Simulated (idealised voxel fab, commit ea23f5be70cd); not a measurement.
Name of the process module below: voxel self aligned contacts
225 nm wide, 5 nm square cells: that's cross-section cut.
When this document writes out a cross-section, it uses a grid of square cells and lists it as bands, beginning at the top and moving down, with a band standing for one or more rows of cells.
Band entry format. Leading values: height of top, height of bottom, nm. Remainder: materials in left-to-right order, each with its width in nm. Special words: "throughout" on a single material, which then fills the band edge to edge; "blank", empty space.
Heights are expressed relative to 0, this being the level below which the as-received wafer comprises one material exclusively. The lowest band is unbounded in the downward direction and is denoted as in "z 0 and below".
Graded width ("30 to 40"): value in top row of band = first number; value in bottom row = second number; row-to-row change constant.
What does "nothing different" mean for a step? It means no cell of the cross-section changed in that step.
Listed in "Voids, fully enclosed": every empty space of 8 or more cells without an open way to the top. Form: width x height at distance, the distance being from the left edge, all in nm.
Anything after a step's settings on that line? It's the simulator's own note about the step.
You can add "overlay nm" to a step's line. For a step with a mask, it describes how far the mask lay to the right of its planned position, and a negative number describes a lay to the left.
PROCESS STEPS (PLANNED)
1: RECEIVE,material Si
2: CONFORMAL_DEP,material SiO2,thk nm 5
3: DIRECTIONAL_DEP,material polySi,thk nm 30
4: DIRECTIONAL_DEP,material SiN,thk nm 20
5: PATTERN,tone cover,mask id GATE,material resist,width nm 25,pitch nm 60,thk nm 20,overlay nm 0
6: DIRECTIONAL_ETCH,etch materials SiN,depth nm 20
7: DIRECTIONAL_ETCH,etch materials polySi,depth nm 30
8: STRIP,etch materials resist
9: CONFORMAL_DEP,material SiN,thk nm 5
10: DIRECTIONAL_ETCH,etch materials SiN,depth nm 5
11: FILL_DEP,material SiO2,thk nm 15
12: CMP,height nm 60
13: MASKED_ETCH,tone open,mask id CONTACT,width nm 45,etch materials SiO2,depth nm 60,overlay nm 0
14: CONFORMAL_DEP,material TiN,thk nm 5
15: FILL_DEP,material Ru,thk nm 10
16: CMP,height nm 60
17: CONFORMAL_DEP,material SiCN,thk nm 5
INCOMING WAFER IN CROSS-SECTION (STATE: AFTER STEP 1)
  z 0 and below: Si throughout
  Voids, fully enclosed: none
MODULE COMPLETE, CROSS-SECTION. STARTING POINT AND PLAN PER ABOVE. ONE MISTAKE MADE IN RUNNING THE MODULE
  z 65 to 60: SiCN throughout
  z 60 to 55: 90 of SiO2, then 25 of TiN, then 15 of Ru, then 5 of TiN, then 90 of SiO2
  z 55 to 35: 75 of SiO2, then 35 of SiN, then 5 of TiN, then 15 of Ru, then 5 of TiN, then 35 of SiN, then 55 of SiO2
  z 35 to 5: 75 of SiO2, then 5 of SiN, then 25 of polySi, then 5 of SiN, then 5 of TiN, then 15 of Ru, then 5 of TiN, then 5 of SiN, then 25 of polySi, then 5 of SiN, then 55 of SiO2
  z 5 to 0: 110 of SiO2, then 25 of TiN, then 90 of SiO2
  z 0 and below: Si throughout
  Voids, fully enclosed: none
What was done differently from what was planned? heads up, step 5 didn't go per plan, it actually ran as PATTERN,tone cover,mask id GATE,material resist,width nm 25,pitch nm 60,thk nm 20,overlay nm 10
